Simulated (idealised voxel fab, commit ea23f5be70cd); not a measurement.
The name of this process module is voxel lift off.
Xsec cut, 155 nm wide, square cell size 5 nm.
Throughout this document, each cross-section is represented as a grid of square cells and is presented as a sequence of bands enumerated from the top downward, where a band comprises one or more rows of cells. Each band's line starts with the height of the band's top and of its bottom, in nm. Then come its materials from left to right, each with its width in nm. One material with "full width" fills the band from edge to edge. "air" is empty space. Heights are measured from 0, the level below which the as-received wafer is all one material; the lowest band has no bottom and continues downward, written as in "0..down". The width entry "30->40" should be interpreted row by row: the top row of cells in the band takes the first number, the bottom row takes the second number, and the change between adjacent rows is uniform throughout. Where a step carries "remains unaltered", the cross-section came out of it unchanged, cell for cell. Heads up: "Enclosed void listing" only lists the empty pockets with no open path to the top that are 8 cells or more, and it writes them as width x height at distance, distance from the left edge, in nm. That trailing text on a step's line, after the settings, is the simulator's own remark on the step. overlay nm, on a step with a mask: how far to the right of its planned place the mask lay; to the left if negative.
[The planned process steps are enumerated hereunder]
| 1 | RECEIVE,material Si |
| 2 | CONFORMAL_DEP,material SiN,thk nm 10 |
| 3 | PATTERN,tone open,mask id LINES,material resist,width nm 15,pitch nm 40,thk nm 25,overlay nm 0 |
| 4 | DIRECTIONAL_DEP,material Ru,thk nm 15 |
| 5 | STRIP,etch materials resist |
| 6 | CONFORMAL_DEP,material SiO2,thk nm 5 |
[Incoming wafer in cross-section (state: after step 1)]
- 0..down = Si full width
- Enclosed void listing: none
[Cross-section taken at module completion on the first of two wafers; processed per the plan]
- 30..25 = air: 25; SiO2: 25; air: 15; SiO2: 25; air: 15; SiO2: 25; air: 25
- 25..15 = air: 25; SiO2: 5; Ru: 15; SiO2: 5; air: 15; SiO2: 5; Ru: 15; SiO2: 5; air: 15; SiO2: 5; Ru: 15; SiO2: 5; air: 25
- 15..10 = SiO2: 30; Ru: 15; SiO2: 25; Ru: 15; SiO2: 25; Ru: 15; SiO2: 30
- 10..0 = SiN full width
- 0..down = Si full width
- Enclosed void listing: none
[So this is wafer number two of the two, cut at the end of the module - it started where the first did and had the same plan, we just got one thing wrong running it]
- 25..20 = air: 25; SiO2: 25; air: 15; SiO2: 25; air: 15; SiO2: 25; air: 25
- 20..10 = air: 25; SiO2: 5; Ru: 15; SiO2: 5; air: 15; SiO2: 5; Ru: 15; SiO2: 5; air: 15; SiO2: 5; Ru: 15; SiO2: 5; air: 25
- 10..5 = SiO2: 30; Ru: 15; SiO2: 25; Ru: 15; SiO2: 25; Ru: 15; SiO2: 30
- 5..0 = SiN full width
- 0..down = Si full width
- Enclosed void listing: none
What went wrong in running the wafer? step 2: run off-plan, actual operation and settings CONFORMAL_DEP,material SiN,thk nm 5
Wrapping up, a cell-based count of both wafers puts the second over or under the first for these materials: SiN: 31 fewer
